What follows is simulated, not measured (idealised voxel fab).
process module | voxel released beams
cross-section cut | 300 nm wide | cells 5 nm
A cross-section is a grid of square cells, given in bands from the top down. A band is one or more rows of cells.
Each band's line starts with the height of the band's top and of its bottom, in nm. Then come its materials from left to right, each with its width in nm. One material with "throughout" fills the band from edge to edge. "air" is empty space.
Height 0 is the level under which the wafer as received is all one material. The lowest band goes on downwards, as in "0 down".
A width such as "30 to 40" changes by the same amount from each row of cells to the next, from the band's top row to its bottom row.
"no change" after a step means that no cell of the cross-section changed.
closed voids: empty space of 8 cells or more with no open way to the top, each as width x height at its distance from the left edge, in nm
after a step's settings: what the simulator itself notes on the step
overlay nm, on a step with a mask: how far to the right of its planned place the mask lay; to the left if negative
plan
1 op RECEIVE | material Si
2 op CONFORMAL_DEP | material Al2O3 | thk nm 10
3 op DIRECTIONAL_DEP | material SiO2 | thk nm 10
4 op DIRECTIONAL_DEP | material aC | thk nm 10
5 op PATTERN | tone open | mask id ANCHOR | material resist | width nm 40 | thk nm 25 | overlay nm 0
6 op DIRECTIONAL_ETCH | etch materials aC | depth nm 10
7 op STRIP | etch materials resist
8 op DIRECTIONAL_ETCH | etch materials SiO2 | depth nm 10
9 op STRIP | etch materials aC
10 op CONFORMAL_DEP | material SiN | thk nm 15
11 op DIRECTIONAL_DEP | material aC | thk nm 15
12 op PATTERN | tone cover | mask id BEAM | material resist | width nm 100 | thk nm 30 | overlay nm 0
13 op DIRECTIONAL_ETCH | etch materials aC | depth nm 15
14 op STRIP | etch materials resist
15 op DIRECTIONAL_ETCH | etch materials SiN | depth nm 15
16 op STRIP | etch materials aC
17 op STRIP | etch materials SiO2
first wafer, as planned
as received, after step 1
  0 down: Si throughout
  closed voids: none
after step 2
  10 to 0: Al2O3 throughout
  below 0: unchanged
after step 3
  20 to 10: SiO2 throughout
  below 10: unchanged
after step 4
  30 to 20: aC throughout
  below 20: unchanged
after step 5
  55 to 30: resist 100 | air 40 | resist 160
  below 30: unchanged
after step 6
  45 to 30: resist 100 | air 40 | resist 160
  30 to 20: aC 100 | air 40 | aC 160
  below 20: unchanged
after step 7
  30 to 20: aC 100 | air 40 | aC 160
  below 20: unchanged
after step 8
  30 to 20: aC 100 | air 40 | aC 160
  20 to 10: SiO2 100 | air 40 | SiO2 160
  below 10: unchanged
after step 9
  20 to 10: SiO2 100 | air 40 | SiO2 160
  below 10: unchanged
after step 10
  35 to 25: SiN 115 | air 10 | SiN 175
  25 to 20: SiN throughout
  20 to 10: SiO2 100 | SiN 40 | SiO2 160
  below 10: unchanged
after step 11
  50 to 40: aC 115 | air 10 | aC 175
  40 to 35: aC throughout
  35 to 25: SiN 115 | aC 10 | SiN 175
  below 25: unchanged
after step 12
  80 to 50: air 95 | resist 100 | air 105
  50 to 40: aC 115 | resist 10 | aC 175
  below 40: unchanged
after step 13
  65 to 50: air 95 | resist 100 | air 105
  50 to 40: air 95 | aC 20 | resist 10 | aC 70 | air 105
  40 to 35: air 95 | aC 100 | air 105
  below 35: unchanged
after step 14
  50 to 40: air 95 | aC 20 | air 10 | aC 70 | air 105
  below 40: unchanged
after step 15
  50 to 40: air 95 | aC 20 | air 10 | aC 70 | air 105
  40 to 35: air 95 | aC 100 | air 105
  35 to 25: air 95 | SiN 20 | aC 10 | SiN 70 | air 105
  25 to 20: air 95 | SiN 100 | air 105
  below 20: unchanged
after step 16
  35 to 25: air 95 | SiN 20 | air 10 | SiN 70 | air 105
  below 25: unchanged
after step 17
  35 to 25: air 95 | SiN 20 | air 10 | SiN 70 | air 105
  25 to 20: air 95 | SiN 100 | air 105
  20 to 10: air 100 | SiN 40 | air 160
  below 10: unchanged
second wafer: like start, like plan, one mistake. Through step 1 it matches the first wafer
when step 2 should have ended
  15 to 0: Al2O3 throughout
  below 0: unchanged
when step 3 should have ended
  25 to 15: SiO2 throughout
  below 15: unchanged
when step 4 should have ended
  35 to 25: aC throughout
  below 25: unchanged
when step 5 should have ended
  60 to 35: resist 100 | air 40 | resist 160
  below 35: unchanged
when step 6 should have ended
  50 to 35: resist 100 | air 40 | resist 160
  35 to 25: aC 100 | air 40 | aC 160
  below 25: unchanged
when step 7 should have ended
  35 to 25: aC 100 | air 40 | aC 160
  below 25: unchanged
when step 8 should have ended
  35 to 25: aC 100 | air 40 | aC 160
  25 to 15: SiO2 100 | air 40 | SiO2 160
  below 15: unchanged
when step 9 should have ended
  25 to 15: SiO2 100 | air 40 | SiO2 160
  below 15: unchanged
when step 10 should have ended
  40 to 30: SiN 115 | air 10 | SiN 175
  30 to 25: SiN throughout
  25 to 15: SiO2 100 | SiN 40 | SiO2 160
  below 15: unchanged
when step 11 should have ended
  55 to 45: aC 115 | air 10 | aC 175
  45 to 40: aC throughout
  40 to 30: SiN 115 | aC 10 | SiN 175
  below 30: unchanged
when step 12 should have ended
  85 to 55: air 95 | resist 100 | air 105
  55 to 45: aC 115 | resist 10 | aC 175
  below 45: unchanged
when step 13 should have ended
  70 to 55: air 95 | resist 100 | air 105
  55 to 45: air 95 | aC 20 | resist 10 | aC 70 | air 105
  45 to 40: air 95 | aC 100 | air 105
  below 40: unchanged
when step 14 should have ended
  55 to 45: air 95 | aC 20 | air 10 | aC 70 | air 105
  below 45: unchanged
when step 15 should have ended
  55 to 45: air 95 | aC 20 | air 10 | aC 70 | air 105
  45 to 40: air 95 | aC 100 | air 105
  40 to 30: air 95 | SiN 20 | aC 10 | SiN 70 | air 105
  30 to 25: air 95 | SiN 100 | air 105
  below 25: unchanged
when step 16 should have ended
  40 to 30: air 95 | SiN 20 | air 10 | SiN 70 | air 105
  below 30: unchanged
when step 17 should have ended
  40 to 30: air 95 | SiN 20 | air 10 | SiN 70 | air 105
  30 to 25: air 95 | SiN 100 | air 105
  25 to 15: air 100 | SiN 40 | air 160
  below 15: unchanged
what went wrong: step 2 ran as: op CONFORMAL_DEP | material Al2O3 | thk nm 15
at the end the second wafer has, in cells: 60 more of Al2O3
